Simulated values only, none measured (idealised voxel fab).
Process module, titled voxel gate over fins
The figure presents cross-section cut, which has a width of 230 nm and is divided into square cells with an edge length of 5 nm.
Throughout this document, each cross-section is represented as a grid of square cells and is presented as a sequence of bands enumerated from the top downward, where a band comprises one or more rows of cells.
Basically the band line says how high the top is and how high the bottom is, in nm, and then what's in it from left to right, every material with its width in nm. Empty space shows up as "blank", and if a single material carries "all across" it runs the full band edge to edge.
Where do heights start? At 0: under that level the wafer as delivered is made of one material only. And the lowest band has no floor; it just carries on downward, as in "0..down".
The expression "30 to 40" gives the width at the extremes of the band, the first number at its top row of cells and the second at its bottom row, with the width changing by equal amounts from each row to the next in between.
Step note "nothing was modified" = no cross-section cell changed.
Enclosed internal voids: empty space of 8 cells or more with no open way to the top, each as width x height at its distance from the left edge, in nm
Formally, on a step line, whatever follows the settings is a remark that the simulator itself makes on the step.
Regarding "overlay nm": on a step with a mask, it is the distance the mask lay to the right of its planned place; a negative value places it to the left.
plan
1) RECEIVE [material Si]
2) CONFORMAL_DEP [material SiN] [thk nm 10]
3) PATTERN [tone cover] [mask id FINS] [material resist] [width nm 15] [pitch nm 40] [thk nm 15] [overlay nm 0]
4) DIRECTIONAL_ETCH [etch materials SiN] [depth nm 10]
5) DIRECTIONAL_ETCH [etch materials Si] [depth nm 35]
6) STRIP [etch materials resist]
7) FILL_DEP [material SiO2] [thk nm 5]
8) CMP [height nm 10]
9) SELECTIVE_ETCH [etch materials SiO2] [depth nm 20]
10) STRIP [etch materials SiN]
11) CONFORMAL_DEP [material HfO2] [thk nm 5]
12) CONFORMAL_DEP [material TiN] [thk nm 5]
13) CONFORMAL_DEP [material TiAl] [thk nm 5]
14) CONFORMAL_DEP [material TiN] [thk nm 5]
15) FILL_DEP [material W] [thk nm 15]
16) CMP [height nm 30]
17) CONFORMAL_DEP [material SiCN] [thk nm 5]
The width nm used in step 3 is not the same on every wafer, whereas the starting condition is; the value printed in the plan is the first wafer's.
As-received cross-section, first of several wafers, post step 1
0..down = Si all across
Enclosed internal voids: none
Cross-section after step 17, the final step of the module, for the first of several wafers
35..30 = SiCN all across
30..20 = W all across
20..15 = W (45); TiN (135); W (50)
15..10 = W (45); TiN (5); TiAl (125); TiN (5); W (50)
10..5 = TiN (50); TiAl (5); TiN (35); TiAl (5); TiN (35); TiAl (5); TiN (35); TiAl (5); TiN (55)
5..0 = TiAl (55); TiN (5); HfO2 (25); TiN (5); TiAl (5); TiN (5); HfO2 (25); TiN (5); TiAl (5); TiN (5); HfO2 (25); TiN (5); TiAl (60)
0..-5 = TiN (60); HfO2 (5); Si (15); HfO2 (5); TiN (15); HfO2 (5); Si (15); HfO2 (5); TiN (15); HfO2 (5); Si (15); HfO2 (5); TiN (65)
-5..-10 = HfO2 (65); Si (15); HfO2 (25); Si (15); HfO2 (25); Si (15); HfO2 (70)
-10..-35 = SiO2 (65); Si (15); SiO2 (25); Si (15); SiO2 (25); Si (15); SiO2 (70)
-35..down = Si all across
Enclosed internal voids: none
A cross-section through the last wafer at the close of the module
35..30 = SiCN all across
30..20 = W all across
20..15 = W (40); TiN (145); W (45)
15..10 = W (40); TiN (5); TiAl (135); TiN (5); W (45)
10..5 = TiN (45); TiAl (5); TiN (125); TiAl (5); TiN (50)
5..0 = TiAl (50); TiN (5); HfO2 (35); TiN (5); HfO2 (35); TiN (5); HfO2 (35); TiN (5); TiAl (55)
0..-5 = TiN (55); HfO2 (5); Si (25); HfO2 (5); TiN (5); HfO2 (5); Si (25); HfO2 (5); TiN (5); HfO2 (5); Si (25); HfO2 (5); TiN (60)
-5..-10 = HfO2 (60); Si (25); HfO2 (15); Si (25); HfO2 (15); Si (25); HfO2 (65)
-10..-35 = SiO2 (60); Si (25); SiO2 (15); Si (25); SiO2 (15); Si (25); SiO2 (65)
-35..down = Si all across
Enclosed internal voids: none
Basically each wafer gets a line in the table, showing it at the end of the module: material by material, the cells it gained (+) or lost (-) since we got it, then its closed voids
width nm 15, +58 HfO2, -259 Si, +46 SiCN, +185 SiO2, +54 TiAl, +108 TiN, +130 W, Enclosed internal voids: none
width nm 20, +58 HfO2, -238 Si, +46 SiCN, +170 SiO2, +50 TiAl, +108 TiN, +128 W, Enclosed internal voids: none
width nm 25, +58 HfO2, -217 Si, +46 SiCN, +155 SiO2, +50 TiAl, +104 TiN, +126 W, Enclosed internal voids: none
